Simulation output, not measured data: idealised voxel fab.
process module | voxel gate over fins
cross-section cut | 265 nm wide | cells 5 nm
A cross-section is a grid of square cells, given in bands from the top down. A band is one or more rows of cells.
Each band's line starts with the height of the band's top and of its bottom, in nm. Then come its materials from left to right, each with its width in nm. One material with "throughout" fills the band from edge to edge. "air" is empty space.
Height 0 is the level under which the wafer as received is all one material. The lowest band goes on downwards, as in "0 down".
A width such as "30 to 40" changes by the same amount from each row of cells to the next, from the band's top row to its bottom row.
"no change" after a step means that no cell of the cross-section changed.
closed voids: empty space of 8 cells or more with no open way to the top, each as width x height at its distance from the left edge, in nm
after a step's settings: what the simulator itself notes on the step
overlay nm, on a step with a mask: how far to the right of its planned place the mask lay; to the left if negative
plan
1 op RECEIVE | material Si
2 op CONFORMAL_DEP | material SiN | thk nm 5
3 op MASKED_ETCH | tone cover | mask id FINS | width nm 15 | pitch nm 60 | etch materials SiN | depth nm 5 | overlay nm 0
4 op MASKED_ETCH | tone cover | mask id FINS | width nm 15 | pitch nm 60 | etch materials Si | depth nm 30 | overlay nm 0
5 op OXIDIZE | depth nm 5
6 op FILL_DEP | material SiO2 | thk nm 5
7 op CMP | height nm 5
8 op PATTERN | tone open | mask id RAIL | material resist | width nm 15 | thk nm 15 | overlay nm 0
9 op DIRECTIONAL_ETCH | etch materials SiO2 | depth nm 30
10 op STRIP | etch materials resist
11 op CONFORMAL_DEP | material TiN | thk nm 5
12 op FILL_DEP | material W | thk nm 5
13 op CMP | height nm 5
14 op SELECTIVE_ETCH | etch materials W Ru TiN | depth nm 25
15 op FILL_DEP | material SiO2 | thk nm 5
16 op CMP | height nm 5
17 op SELECTIVE_ETCH | etch materials SiO2 | depth nm 15
18 op STRIP | etch materials SiN
19 op CONFORMAL_DEP | material HfO2 | thk nm 5
20 op CONFORMAL_DEP | material TiN | thk nm 5
21 op CONFORMAL_DEP | material TiAl | thk nm 5
22 op CONFORMAL_DEP | material TiN | thk nm 5
23 op FILL_DEP | material W | thk nm 10
24 op CMP | height nm 25
25 op CONFORMAL_DEP | material SiN | thk nm 5
as received, after step 1
  0 down: Si throughout
  closed voids: none
first wafer at the end, as planned
  30 to 25: SiN throughout
  25 to 20: W throughout
  20 to 15: W 80 | TiN 45 | W 15 | TiN 45 | W 80
  15 to 10: W 80 | TiN 5 | TiAl 35 | TiN 5 | W 15 | TiN 5 | TiAl 35 | TiN 5 | W 80
  10 to 5: TiN 85 | TiAl 5 | TiN 25 | TiAl 5 | TiN 25 | TiAl 5 | TiN 25 | TiAl 5 | TiN 85
  5 to 0: TiAl 90 | TiN 5 | HfO2 15 | TiN 5 | TiAl 35 | TiN 5 | HfO2 15 | TiN 5 | TiAl 90
  0 to -5: TiN 95 | HfO2 5 | Si 5 | HfO2 5 | TiN 45 | HfO2 5 | Si 5 | HfO2 5 | TiN 95
  -5 to -10: HfO2 100 | Si 5 | HfO2 55 | Si 5 | HfO2 100
  -10 to -20: SiO2 100 | Si 5 | SiO2 55 | Si 5 | SiO2 100
  -20 to -25: SiO2 100 | Si 5 | SiO2 20 | TiN 15 | SiO2 20 | Si 5 | SiO2 100
  -25 to -35: SiO2 100 | Si 5 | SiO2 55 | Si 5 | SiO2 100
  -35 down: Si throughout
  closed voids: none
second wafer at the end: like start, like plan, one mistake
  30 to 25: SiN throughout
  25 to 20: W throughout
  20 to 10: W 80 | TiN 45 | W 15 | TiN 45 | W 80
  10 to 5: TiN 90 | TiAl 25 | TiN 35 | TiAl 25 | TiN 90
  5 to 0: TiN 90 | TiAl 5 | HfO2 15 | TiAl 5 | TiN 35 | TiAl 5 | HfO2 15 | TiAl 5 | TiN 90
  0 to -5: TiAl 95 | HfO2 5 | Si 5 | HfO2 5 | TiAl 45 | HfO2 5 | Si 5 | HfO2 5 | TiAl 95
  -5 to -10: HfO2 100 | Si 5 | HfO2 55 | Si 5 | HfO2 100
  -10 to -20: SiO2 100 | Si 5 | SiO2 55 | Si 5 | SiO2 100
  -20 to -25: SiO2 100 | Si 5 | SiO2 20 | TiN 15 | SiO2 20 | Si 5 | SiO2 100
  -25 to -35: SiO2 100 | Si 5 | SiO2 55 | Si 5 | SiO2 100
  -35 down: Si throughout
  closed voids: none
what went wrong: steps 20 and 21 were swapped
at the end the second wafer has, in cells: as many of each material as the first, in other places
